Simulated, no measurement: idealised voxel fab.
Process module in this document: voxel released beams
Shown is cross-section cut, with a width of 295 nm and square cells of size 5 nm.
Square cells in a grid make up a cross-section in this document, and the grid is given as bands, listed from the top down, each one or more rows of cells.
In this notation a band is specified by the heights of its top and bottom, in that order and in nm, after which its materials appear from left to right, each paired with its width in nm. The word "everywhere" attached to a single material means that material fills the band from edge to edge; the word "empty" stands for empty space.
Basically, 0 is our baseline, since under it the wafer straight out of the box is all one material. The bottom band has no lower end and keeps on going down, so it looks like "0 nm and below".
Per-row width for "30..40": begins at first number (top row of band), ends at second number (bottom row), increment between rows held constant.
Take "nothing altered" at face value: in the step it is given for, the cross-section changed in none of its cells.
"Unvented cavities" lists enclosed empty spaces (at least 8 cells, no open path upward to the top), each as width x height at distance from the left edge, in nm.
Heads up: the bit after the settings on a step's line is the simulator's remark on that step.
If you see "overlay nm" on a step's line and that step has a mask, it's telling you how far right of where it was planned the mask ended up; a negative number means it went left instead.
-- So here's the lineup of process steps we planned
1. RECEIVE [material Si]
2. CONFORMAL_DEP [material Al2O3] [thk nm 10]
3. DIRECTIONAL_DEP [material SiO2] [thk nm 20]
4. MASKED_ETCH [tone open] [mask id ANCHOR] [width nm 35] [etch materials SiO2] [depth nm 20] [overlay nm 0]
5. CONFORMAL_DEP [material W] [thk nm 10]
6. DIRECTIONAL_DEP [material aC] [thk nm 15]
7. PATTERN [tone cover] [mask id BEAM] [material resist] [width nm 115] [thk nm 35] [overlay nm 0]
8. DIRECTIONAL_ETCH [etch materials aC] [depth nm 15]
9. STRIP [etch materials resist]
10. DIRECTIONAL_ETCH [etch materials W] [depth nm 10]
11. STRIP [etch materials aC]
12. STRIP [etch materials SiO2]
-- First of two wafers, with the run carried out as planned
-- Cross-sectional view of the wafer in its as-received condition, corresponding to the state after step 1
    0 nm and below = Si everywhere
    Unvented cavities: none
-- Upon completion of step 2, the wafer appears in cross-section as shown
    10 nm to 0 nm = Al2O3 everywhere
    Anything lower than 0 is untouched.
-- Upon completion of step 3, the wafer appears in cross-section as shown
    30 nm to 10 nm = SiO2 everywhere
    Anything lower than 10 is untouched.
-- Upon completion of step 4, the wafer appears in cross-section as shown
    30 nm to 10 nm = SiO2: 90 | empty: 35 | SiO2: 170
    Anything lower than 10 is untouched.
-- Upon completion of step 5, the wafer appears in cross-section as shown
    40 nm to 30 nm = W: 100 | empty: 15 | W: 180
    30 nm to 20 nm = SiO2: 90 | W: 10 | empty: 15 | W: 10 | SiO2: 170
    20 nm to 10 nm = SiO2: 90 | W: 35 | SiO2: 170
    Anything lower than 10 is untouched.
-- Upon completion of step 6, the wafer appears in cross-section as shown
    55 nm to 40 nm = aC: 100 | empty: 15 | aC: 180
    40 nm to 35 nm = W: 100 | empty: 15 | W: 180
    35 nm to 30 nm = W: 100 | aC: 15 | W: 180
    30 nm to 20 nm = SiO2: 90 | W: 10 | aC: 15 | W: 10 | SiO2: 170
    Anything lower than 20 is untouched.
-- Upon completion of step 7, the wafer appears in cross-section as shown
    90 nm to 55 nm = empty: 85 | resist: 115 | empty: 95
    55 nm to 40 nm = aC: 100 | resist: 15 | aC: 180
    40 nm to 35 nm = W: 100 | resist: 15 | W: 180
    Anything lower than 35 is untouched.
-- Upon completion of step 8, the wafer appears in cross-section as shown
    75 nm to 55 nm = empty: 85 | resist: 115 | empty: 95
    55 nm to 40 nm = empty: 85 | aC: 15 | resist: 15 | aC: 85 | empty: 95
    Anything lower than 40 is untouched.
-- Upon completion of step 9, the wafer appears in cross-section as shown
    55 nm to 40 nm = empty: 85 | aC: 15 | empty: 15 | aC: 85 | empty: 95
    40 nm to 35 nm = W: 100 | empty: 15 | W: 180
    Anything lower than 35 is untouched.
-- Upon completion of step 10, the wafer appears in cross-section as shown
    55 nm to 40 nm = empty: 85 | aC: 15 | empty: 15 | aC: 85 | empty: 95
    40 nm to 35 nm = empty: 85 | W: 15 | empty: 15 | W: 85 | empty: 95
    35 nm to 30 nm = empty: 85 | W: 15 | aC: 15 | W: 85 | empty: 95
    Anything lower than 30 is untouched.
-- Upon completion of step 11, the wafer appears in cross-section as shown
    40 nm to 30 nm = empty: 85 | W: 15 | empty: 15 | W: 85 | empty: 95
    30 nm to 20 nm = SiO2: 90 | W: 10 | empty: 15 | W: 10 | SiO2: 170
    Anything lower than 20 is untouched.
-- Upon completion of step 12, the wafer appears in cross-section as shown
    40 nm to 30 nm = empty: 85 | W: 15 | empty: 15 | W: 85 | empty: 95
    30 nm to 20 nm = empty: 90 | W: 10 | empty: 15 | W: 10 | empty: 170
    20 nm to 10 nm = empty: 90 | W: 35 | empty: 170
    Anything lower than 10 is untouched.
-- Second wafer, same starting state and plan as the first, one mistake in the run, identical through step 3
-- X-section, second wafer, when step 4 was due to finish
    30 nm to 10 nm = SiO2: 95 | empty: 30 | SiO2: 170
    Anything lower than 10 is untouched.
-- X-section, second wafer, when step 5 was due to finish
    40 nm to 30 nm = W: 105 | empty: 10 | W: 180
    30 nm to 20 nm = SiO2: 95 | W: 10 | empty: 10 | W: 10 | SiO2: 170
    20 nm to 10 nm = SiO2: 95 | W: 30 | SiO2: 170
    Anything lower than 10 is untouched.
-- X-section, second wafer, when step 6 was due to finish
    55 nm to 40 nm = aC: 105 | empty: 10 | aC: 180
    40 nm to 35 nm = W: 105 | empty: 10 | W: 180
    35 nm to 30 nm = W: 105 | aC: 10 | W: 180
    30 nm to 20 nm = SiO2: 95 | W: 10 | aC: 10 | W: 10 | SiO2: 170
    Anything lower than 20 is untouched.
-- X-section, second wafer, when step 7 was due to finish
    90 nm to 55 nm = empty: 85 | resist: 115 | empty: 95
    55 nm to 40 nm = aC: 105 | resist: 10 | aC: 180
    40 nm to 35 nm = W: 105 | resist: 10 | W: 180
    Anything lower than 35 is untouched.
-- X-section, second wafer, when step 8 was due to finish
    75 nm to 55 nm = empty: 85 | resist: 115 | empty: 95
    55 nm to 40 nm = empty: 85 | aC: 20 | resist: 10 | aC: 85 | empty: 95
    Anything lower than 40 is untouched.
-- X-section, second wafer, when step 9 was due to finish
    55 nm to 40 nm = empty: 85 | aC: 20 | empty: 10 | aC: 85 | empty: 95
    40 nm to 35 nm = W: 105 | empty: 10 | W: 180
    Anything lower than 35 is untouched.
-- X-section, second wafer, when step 10 was due to finish
    55 nm to 40 nm = empty: 85 | aC: 20 | empty: 10 | aC: 85 | empty: 95
    40 nm to 35 nm = empty: 85 | W: 20 | empty: 10 | W: 85 | empty: 95
    35 nm to 30 nm = empty: 85 | W: 20 | aC: 10 | W: 85 | empty: 95
    Anything lower than 30 is untouched.
-- X-section, second wafer, when step 11 was due to finish
    40 nm to 30 nm = empty: 85 | W: 20 | empty: 10 | W: 85 | empty: 95
    30 nm to 20 nm = SiO2: 95 | W: 10 | empty: 10 | W: 10 | SiO2: 170
    Anything lower than 20 is untouched.
-- X-section, second wafer, when step 12 was due to finish
    40 nm to 30 nm = empty: 85 | W: 20 | empty: 10 | W: 85 | empty: 95
    30 nm to 20 nm = empty: 95 | W: 10 | empty: 10 | W: 10 | empty: 170
    20 nm to 10 nm = empty: 95 | W: 30 | empty: 170
    Anything lower than 10 is untouched.
In executing the process, a mistake was made relative to the plan: contrary to plan, step 4 was performed as MASKED_ETCH [tone open] [mask id ANCHOR] [width nm 30] [etch materials SiO2] [depth nm 20] [overlay nm 0]
At the end, each material covers as many cells on the second wafer as it does on the first, though the cells it covers are elsewhere.
